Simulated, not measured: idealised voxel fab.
Documented hereafter: the process module known as voxel double patterning.
Displayed cross-section: cut, width of 200 nm, square cells sized 5 nm.
Cross-sections here: square-cell grids, written as top-down lists of bands, a band being one or more rows of cells. The band entry comprises the height of the band's top followed by the height of its bottom, expressed in nm, and subsequently the band's materials from left to right, each stated together with its width in nm. Where a single material is marked with the word "everywhere", that material fills the band from edge to edge. The word "empty" represents empty space. Zero point of the height axis is 0; under it, received wafer = one material. Lowest band: continues down indefinitely, "0 down". The notation "30 to 40" denotes a width that varies across the rows of cells in the band, beginning at the first number in the top row, finishing at the second number in the bottom row, and changing by an identical amount from each row to the next. No cell of the cross-section changed in a step that is given as "everything unchanged". "Unvented voids" contains a list of empty spaces, each no smaller than 8 cells and without an open way to the top, written in the form width x height at distance with the distance from the left edge and all three in nm. Whatever follows a step's settings on its line is a remark the simulator itself makes about that step. overlay nm: on a step with a mask, how far right of its planned place the mask lay; negative means left.
The planned process steps are enumerated hereunder
1,RECEIVE, material Si
2,CONFORMAL_DEP, material SiO2, thk nm 10
3,DIRECTIONAL_DEP, material polySi, thk nm 20
4,DIRECTIONAL_DEP, material SiN, thk nm 5
5,MASKED_ETCH, tone open, mask id FIRST, width nm 15, pitch nm 50, etch materials SiN, depth nm 5, overlay nm 0
6,PATTERN, tone open, mask id SECOND, material resist, width nm 15, pitch nm 50, thk nm 15, overlay nm 0
7,DIRECTIONAL_ETCH, etch materials SiN, depth nm 5
8,STRIP, etch materials resist
9,DIRECTIONAL_ETCH, etch materials polySi, depth nm 20
10,STRIP, etch materials SiN
Cross-section, incoming material, after step 1
0 down | Si everywhere
Unvented voids: none
Same starting wafer, same plan as above, one mistake in the execution; this is the cross-section at the end of the module
30 to 20 | SiO2 everywhere
20 to 0 | polySi everywhere
0 down | Si everywhere
Unvented voids: none
It is concluded that the wafer was processed incorrectly with respect to the plan, in that a sequencing error occurred in which plan steps 2 and 3 were transposed
